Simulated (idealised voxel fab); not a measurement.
A process module follows: voxel ribs on slabs.
Square cell edge 5 nm, section width 260 nm, ID cut.
How to read a cross-section here: the picture is a grid of square cells, written as bands going from the top down, and any band can span one or more rows of cells. This entry defines a band. It first specifies the height of the band's top and the height of its bottom in nm, and then specifies the band's materials from left to right, stating each material with its width in nm. The word "full width" identifies a single material that fills the band from edge to edge, while the word "empty" identifies empty space. For the purposes of this specification, 0 denotes the height below which the wafer in its as-received condition is composed wholly of one material, and the lowermost band, lacking a lower limit, extends downward without end, as expressed in "0 and below". A two-number width, for instance "30..40", indicates that the width is equal to the first number in the top row of the band and to the second number in the bottom row, and that it changes by a constant amount per row of cells. No cell of the cross-section changed in a step that is given as "no alterations made". In "Voids, fully enclosed" the enclosed voids are listed, meaning empty spaces of 8 cells or larger without any opening to the top. The form is width x height at distance, distance from the left edge, units nm. Text after the settings on a step's line: the simulator's own remark on that step. overlay nm: step with mask; distance mask lay right of planned place; negative value = left of planned place.
[Intended process steps]
| 1 | RECEIVE [material Si] |
| 2 | DIRECTIONAL_DEP [material SiO2] [thk nm 25] |
| 3 | DIRECTIONAL_DEP [material SiN] [thk nm 20] |
| 4 | DIRECTIONAL_DEP [material aC] [thk nm 15] |
| 5 | PATTERN [tone cover] [mask id RIB] [material resist] [width nm 25] [thk nm 30] [overlay nm 0] |
| 6 | DIRECTIONAL_ETCH [etch materials aC] [depth nm 15] |
| 7 | STRIP [etch materials resist] |
| 8 | DIRECTIONAL_ETCH [etch materials SiN] [depth nm 15] |
| 9 | STRIP [etch materials aC] |
| 10 | DIRECTIONAL_DEP [material aC] [thk nm 10] |
| 11 | PATTERN [tone cover] [mask id SLAB] [material resist] [width nm 75] [thk nm 30] [overlay nm 0] |
| 12 | DIRECTIONAL_ETCH [etch materials aC] [depth nm 10] |
| 13 | STRIP [etch materials resist] |
| 14 | DIRECTIONAL_ETCH [etch materials SiN] [depth nm 5] |
| 15 | STRIP [etch materials aC] |
| 16 | FILL_DEP [material SiO2] [thk nm 25] |
| 17 | CMP [height nm 65] |
| 18 | DIRECTIONAL_DEP [material TiN] [thk nm 10] |
| 19 | MASKED_ETCH [tone cover] [mask id HEATER] [width nm 35] [etch materials TiN] [depth nm 10] [overlay nm 0] |
| 20 | CONFORMAL_DEP [material SiO2] [thk nm 5] |
[Incoming wafer, cross-sectional view, post step 1]
  0 and below = Si full width
  Voids, fully enclosed: none
[The following cross-section depicts the wafer upon conclusion of the module. Processing commenced from the starting condition illustrated above and adhered to the plan illustrated above, save for one mistake in execution]
  80 down to 75 = 105 nm empty / 45 nm SiO2 / 110 nm empty
  75 down to 70 = 105 nm empty / 5 nm SiO2 / 35 nm TiN / 5 nm SiO2 / 110 nm empty
  70 down to 65 = 110 nm SiO2 / 35 nm TiN / 115 nm SiO2
  65 down to 45 = SiO2 full width
  45 down to 30 = 110 nm SiO2 / 25 nm SiN / 125 nm SiO2
  30 down to 25 = 90 nm SiO2 / 75 nm SiN / 95 nm SiO2
  25 down to 0 = SiO2 full width
  0 and below = Si full width
  Voids, fully enclosed: none
what went wrong: off-plan run, step 5, actual operation and settings PATTERN [tone cover] [mask id RIB] [material resist] [width nm 25] [thk nm 30] [overlay nm -5]
